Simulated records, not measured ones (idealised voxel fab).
process module | voxel transistor to metal
cross-section cut | 195 nm wide | cells 5 nm
A cross-section is a grid of square cells, given in bands from the top down. A band is one or more rows of cells.
Each band's line starts with the height of the band's top and of its bottom, in nm. Then come its materials from left to right, each with its width in nm. One material with "throughout" fills the band from edge to edge. "air" is empty space.
Height 0 is the level under which the wafer as received is all one material. The lowest band goes on downwards, as in "0 down".
A width such as "30 to 40" changes by the same amount from each row of cells to the next, from the band's top row to its bottom row.
"no change" after a step means that no cell of the cross-section changed.
closed voids: empty space of 8 cells or more with no open way to the top, each as width x height at its distance from the left edge, in nm
after a step's settings: what the simulator itself notes on the step
overlay nm, on a step with a mask: how far to the right of its planned place the mask lay; to the left if negative
plan
1 op RECEIVE | material Si
2 op OXIDIZE | depth nm 5
3 op CONFORMAL_DEP | material SiN | thk nm 10
4 op MASKED_ETCH | tone cover | mask id ACTIVE | width nm 115 | etch materials SiN | depth nm 10 | overlay nm 0
5 op MASKED_ETCH | tone cover | mask id ACTIVE | width nm 115 | etch materials SiO2 | depth nm 5 | overlay nm 0
6 op MASKED_ETCH | tone cover | mask id ACTIVE | width nm 115 | etch materials Si | depth nm 30 | overlay nm 0
7 op FILL_DEP | material SiO2 | thk nm 15
8 op CMP | height nm 10
9 op SELECTIVE_ETCH | etch materials SiO2 | depth nm 10
10 op STRIP | etch materials SiN
11 op SELECTIVE_ETCH | etch materials SiO2 | depth nm 5
12 op OXIDIZE | depth nm 5
13 op DIRECTIONAL_DEP | material polySi | thk nm 25
14 op DIRECTIONAL_DEP | material SiCN | thk nm 15
15 op PATTERN | tone cover | mask id GATE | material resist | width nm 35 | thk nm 15 | overlay nm 0
16 op DIRECTIONAL_ETCH | etch materials SiCN | depth nm 25
17 op DIRECTIONAL_ETCH | etch materials polySi | depth nm 35
18 op STRIP | etch materials resist
19 op CONFORMAL_DEP | material SiN | thk nm 10
20 op DIRECTIONAL_ETCH | etch materials SiN | depth nm 10
21 op DIRECTIONAL_ETCH | etch materials SiO2 | depth nm 5
22 op EPI | material SiGe | thk nm 5
23 op FILL_DEP | material SiO2 | thk nm 5
24 op CMP | height nm 20
25 op STRIP | etch materials polySi
26 op SELECTIVE_ETCH | etch materials SiO2 | depth nm 5
27 op CONFORMAL_DEP | material HfO2 | thk nm 5
28 op CONFORMAL_DEP | material TiN | thk nm 5
29 op FILL_DEP | material W | thk nm 10
30 op CMP | height nm 15
31 op DIRECTIONAL_DEP | material SiO2 | thk nm 10
32 op MASKED_ETCH | tone open | mask id CONTACT | width nm 15 | pitch nm 80 | etch materials SiO2 | depth nm 30 | overlay nm 0
33 op CONFORMAL_DEP | material TiN | thk nm 5
34 op FILL_DEP | material W | thk nm 10
35 op CMP | height nm 25
36 op CONFORMAL_DEP | material SiCN | thk nm 5
37 op DIRECTIONAL_DEP | material SiO2 | thk nm 15
38 op MASKED_ETCH | tone open | mask id METAL_1 | width nm 15 | pitch nm 80 | etch materials SiO2 | depth nm 15 | overlay nm 0
39 op MASKED_ETCH | tone open | mask id METAL_1 | width nm 15 | pitch nm 80 | etch materials SiCN | depth nm 5 | overlay nm 0
40 op CONFORMAL_DEP | material TiN | thk nm 5
41 op FILL_DEP | material W | thk nm 10
42 op CMP | height nm 45
43 op CONFORMAL_DEP | material SiCN | thk nm 5
44 op DIRECTIONAL_DEP | material SiO2 | thk nm 35
45 op MASKED_ETCH | tone open | mask id METAL_2 | width nm 15 | pitch nm 80 | etch materials SiO2 | depth nm 20 | overlay nm 0
46 op DIRECTIONAL_DEP | material aC | thk nm 15
47 op PATTERN | tone open | mask id METAL_2_HOLES | material resist | width nm 15 | pitch nm 80 | thk nm 30 | overlay nm 0
48 op DIRECTIONAL_ETCH | etch materials aC | depth nm 15
49 op STRIP | etch materials resist
50 op DIRECTIONAL_ETCH | etch materials SiO2 | depth nm 15
51 op DIRECTIONAL_ETCH | etch materials SiCN | depth nm 5
52 op STRIP | etch materials aC
53 op CONFORMAL_DEP | material TiN | thk nm 5
54 op FILL_DEP | material Ru | thk nm 10
55 op CMP | height nm 85
56 op CONFORMAL_DEP | material SiN | thk nm 5
as received, after step 1
  0 down: Si throughout
  closed voids: none
first wafer at the end, as planned
  90 to 85: SiN throughout
  85 to 50: SiO2 50 | TiN 5 | Ru 5 | TiN 5 | SiO2 65 | TiN 5 | Ru 5 | TiN 5 | SiO2 50
  50 to 45: SiCN 50 | TiN 15 | SiCN 65 | TiN 15 | SiCN 50
  45 to 30: SiO2 50 | TiN 5 | W 5 | TiN 5 | SiO2 65 | TiN 5 | W 5 | TiN 5 | SiO2 50
  30 to 25: SiCN 50 | TiN 15 | SiCN 65 | TiN 15 | SiCN 50
  25 to 15: SiO2 50 | TiN 5 | W 5 | TiN 5 | SiO2 65 | TiN 5 | W 5 | TiN 5 | SiO2 50
  15 to 0: SiO2 50 | TiN 5 | W 5 | TiN 5 | SiO2 5 | SiN 10 | HfO2 5 | TiN 5 | W 15 | TiN 5 | HfO2 5 | SiN 10 | SiO2 5 | TiN 5 | W 5 | TiN 5 | SiO2 50
  0 to -5: SiO2 50 | TiN 15 | SiO2 5 | SiN 10 | HfO2 5 | TiN 25 | HfO2 5 | SiN 10 | SiO2 5 | TiN 15 | SiO2 50
  -5 to -10: SiO2 35 | SiGe 35 | SiO2 5 | HfO2 45 | SiO2 5 | SiGe 35 | SiO2 35
  -10 to -35: SiO2 40 | Si 115 | SiO2 40
  -35 down: Si throughout
  closed voids: none
second wafer at the end: like start, like plan, one mistake
  90 to 85: SiN throughout
  85 to 50: SiO2 50 | TiN 5 | Ru 5 | TiN 5 | SiO2 65 | TiN 5 | Ru 5 | TiN 5 | SiO2 50
  50 to 45: SiCN 50 | TiN 15 | SiCN 65 | TiN 15 | SiCN 50
  45 to 30: SiO2 50 | TiN 5 | W 5 | TiN 5 | SiO2 65 | TiN 5 | W 5 | TiN 5 | SiO2 50
  30 to 25: SiCN 50 | TiN 15 | SiCN 65 | TiN 15 | SiCN 50
  25 to 15: SiO2 50 | TiN 5 | W 5 | TiN 5 | SiO2 65 | TiN 5 | W 5 | TiN 5 | SiO2 50
  15 to 0: SiO2 50 | TiN 5 | W 5 | TiN 5 | SiO2 5 | SiN 10 | HfO2 5 | TiN 5 | W 15 | TiN 5 | HfO2 5 | SiN 10 | SiO2 5 | TiN 5 | W 5 | TiN 5 | SiO2 50
  0 to -5: SiO2 50 | TiN 15 | SiO2 5 | SiN 10 | HfO2 5 | TiN 25 | HfO2 5 | SiN 10 | SiO2 5 | TiN 15 | SiO2 50
  -5 to -10: SiO2 35 | SiGe 35 | SiO2 5 | HfO2 45 | SiO2 5 | SiGe 35 | SiO2 35
  -10 to -65: SiO2 40 | Si 115 | SiO2 40
  -65 down: Si throughout
  closed voids: none
what went wrong: step 6 was run twice
at the end the second wafer has, in cells: 96 fewer of Si | 96 more of SiO2
